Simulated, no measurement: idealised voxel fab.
You're looking at the process module voxel double patterning.
Each square cell in cross-section cut measures 5 nm, and the section as a whole is 170 nm wide.
Think of the cross-section as a grid of square cells. We describe it in bands, top to bottom, and each band covers one or more rows of those cells. Band: top height; bottom height; in nm. Then, left to right: material with width in nm, for each material. "throughout": a single material spanning edge to edge. "empty": empty space. All heights in this document are referenced to 0, defined as the level beneath which the wafer, as received, consists entirely of one material. The lowest band is not bounded below; it extends indefinitely downward and is written in the form "from 0 down". A width such as "30..40" changes by the same amount from each row of cells to the next, from the band's top row to its bottom row. Reading "left unchanged" for a step: not a cell of the cross-section changed in it. "Fully sealed voids" lists enclosed empty spaces (at least 8 cells, no open path upward to the top), each as width x height at distance from the left edge, in nm. Where a step's line continues beyond its settings, the continuation is a remark by the simulator itself on that step. overlay nm: right-of-plan distance of the mask on a masked step; negative values mean left-of-plan.
THE PLANNED PROCESS STEPS ARE ENUMERATED HEREUNDER
1: RECEIVE: material Si
2: CONFORMAL_DEP: material SiN, thk nm 10
3: DIRECTIONAL_DEP: material SiO2, thk nm 10
4: DIRECTIONAL_DEP: material SiCN, thk nm 10
5: DIRECTIONAL_DEP: material aC, thk nm 15
6: PATTERN: tone open, mask id FIRST, material resist, width nm 15, pitch nm 50, thk nm 35, overlay nm 0
7: DIRECTIONAL_ETCH: etch materials aC, depth nm 15
8: STRIP: etch materials resist
9: DIRECTIONAL_ETCH: etch materials SiCN, depth nm 10
10: STRIP: etch materials aC
11: PATTERN: tone open, mask id SECOND, material resist, width nm 15, thk nm 20, overlay nm 0
12: DIRECTIONAL_ETCH: etch materials SiCN, depth nm 10
13: STRIP: etch materials resist
14: DIRECTIONAL_ETCH: etch materials SiO2, depth nm 10
15: STRIP: etch materials SiCN
SO, THE FIRST OF OUR TWO WAFERS, RUN JUST AS WE PLANNED IT
THE CROSS-SECTION HERE SHOWS THE WAFER AS RECEIVED, I.E. IN ITS STATE AFTER STEP 1
	from 0 down = Si throughout
	Fully sealed voids: none
CROSS-SECTION OF THE WAFER AFTER STEP 2
	from 10 to 0 = SiN throughout
	Rest of section, below 0: as before.
CROSS-SECTION OF THE WAFER AFTER STEP 3
	from 20 to 10 = SiO2 throughout
	Rest of section, below 10: as before.
CROSS-SECTION OF THE WAFER AFTER STEP 4
	from 30 to 20 = SiCN throughout
	Rest of section, below 20: as before.
CROSS-SECTION OF THE WAFER AFTER STEP 5
	from 45 to 30 = aC throughout
	Rest of section, below 30: as before.
CROSS-SECTION OF THE WAFER AFTER STEP 6
	from 80 to 45 = 50 nm resist, 15 nm empty, 35 nm resist, 15 nm empty, 55 nm resist
	Rest of section, below 45: as before.
CROSS-SECTION OF THE WAFER AFTER STEP 7
	from 65 to 45 = 50 nm resist, 15 nm empty, 35 nm resist, 15 nm empty, 55 nm resist
	from 45 to 30 = 50 nm aC, 15 nm empty, 35 nm aC, 15 nm empty, 55 nm aC
	Rest of section, below 30: as before.
CROSS-SECTION OF THE WAFER AFTER STEP 8
	from 45 to 30 = 50 nm aC, 15 nm empty, 35 nm aC, 15 nm empty, 55 nm aC
	Rest of section, below 30: as before.
CROSS-SECTION OF THE WAFER AFTER STEP 9
	from 45 to 30 = 50 nm aC, 15 nm empty, 35 nm aC, 15 nm empty, 55 nm aC
	from 30 to 20 = 50 nm SiCN, 15 nm empty, 35 nm SiCN, 15 nm empty, 55 nm SiCN
	Rest of section, below 20: as before.
CROSS-SECTION OF THE WAFER AFTER STEP 10
	from 30 to 20 = 50 nm SiCN, 15 nm empty, 35 nm SiCN, 15 nm empty, 55 nm SiCN
	Rest of section, below 20: as before.
CROSS-SECTION OF THE WAFER AFTER STEP 11
	from 50 to 30 = 75 nm resist, 15 nm empty, 80 nm resist
	from 30 to 20 = 50 nm SiCN, 15 nm resist, 35 nm SiCN, 15 nm resist, 55 nm SiCN
	Rest of section, below 20: as before.
CROSS-SECTION OF THE WAFER AFTER STEP 12
	from 50 to 30 = 75 nm resist, 15 nm empty, 80 nm resist
	from 30 to 20 = 50 nm SiCN, 15 nm resist, 10 nm SiCN, 15 nm empty, 10 nm SiCN, 15 nm resist, 55 nm SiCN
	Rest of section, below 20: as before.
CROSS-SECTION OF THE WAFER AFTER STEP 13
	from 30 to 20 = 50 nm SiCN, 15 nm empty, 10 nm SiCN, 15 nm empty, 10 nm SiCN, 15 nm empty, 55 nm SiCN
	Rest of section, below 20: as before.
CROSS-SECTION OF THE WAFER AFTER STEP 14
	from 30 to 20 = 50 nm SiCN, 15 nm empty, 10 nm SiCN, 15 nm empty, 10 nm SiCN, 15 nm empty, 55 nm SiCN
	from 20 to 10 = 50 nm SiO2, 15 nm empty, 10 nm SiO2, 15 nm empty, 10 nm SiO2, 15 nm empty, 55 nm SiO2
	Rest of section, below 10: as before.
CROSS-SECTION OF THE WAFER AFTER STEP 15
	from 20 to 10 = 50 nm SiO2, 15 nm empty, 10 nm SiO2, 15 nm empty, 10 nm SiO2, 15 nm empty, 55 nm SiO2
	Rest of section, below 10: as before.
SECOND WAFER - SHARED START AND PLAN WITH THE FIRST - ONE ERROR IN RUNNING - SAME AS THE FIRST UP TO STEP 11 INCLUSIVE
CROSS-SECTION: SECOND WAFER, TIME AT WHICH STEP 12 WAS SCHEDULED TO END
	from 50 to 30 = 75 nm resist, 15 nm empty, 80 nm resist
	from 30 to 20 = 50 nm SiCN, 15 nm resist, 10 nm SiCN, 15 nm empty, 10 nm SiCN, 15 nm resist, 55 nm SiCN
	Rest of section, below 20: as before.
CROSS-SECTION: SECOND WAFER, TIME AT WHICH STEP 13 WAS SCHEDULED TO END
	from 30 to 20 = 50 nm SiCN, 15 nm empty, 10 nm SiCN, 15 nm empty, 10 nm SiCN, 15 nm empty, 55 nm SiCN
	Rest of section, below 20: as before.
CROSS-SECTION: SECOND WAFER, TIME AT WHICH STEP 14 WAS SCHEDULED TO END
	from 30 to 20 = 50 nm SiCN, 15 nm empty, 10 nm SiCN, 15 nm empty, 10 nm SiCN, 15 nm empty, 55 nm SiCN
	from 20 to 10 = 50 nm SiO2, 15 nm empty, 10 nm SiO2, 15 nm empty, 10 nm SiO2, 15 nm empty, 55 nm SiO2
	Rest of section, below 10: as before.
CROSS-SECTION: SECOND WAFER, TIME AT WHICH STEP 15 WAS SCHEDULED TO END
	from 20 to 10 = 50 nm SiO2, 15 nm empty, 10 nm SiO2, 15 nm empty, 10 nm SiO2, 15 nm empty, 55 nm SiO2
	Rest of section, below 10: as before.
So what did we get wrong on this run? twice, step 12 of the plan was run
Final cross-sections of the two wafers are identical, so the mistake has no effect on what this model computes.
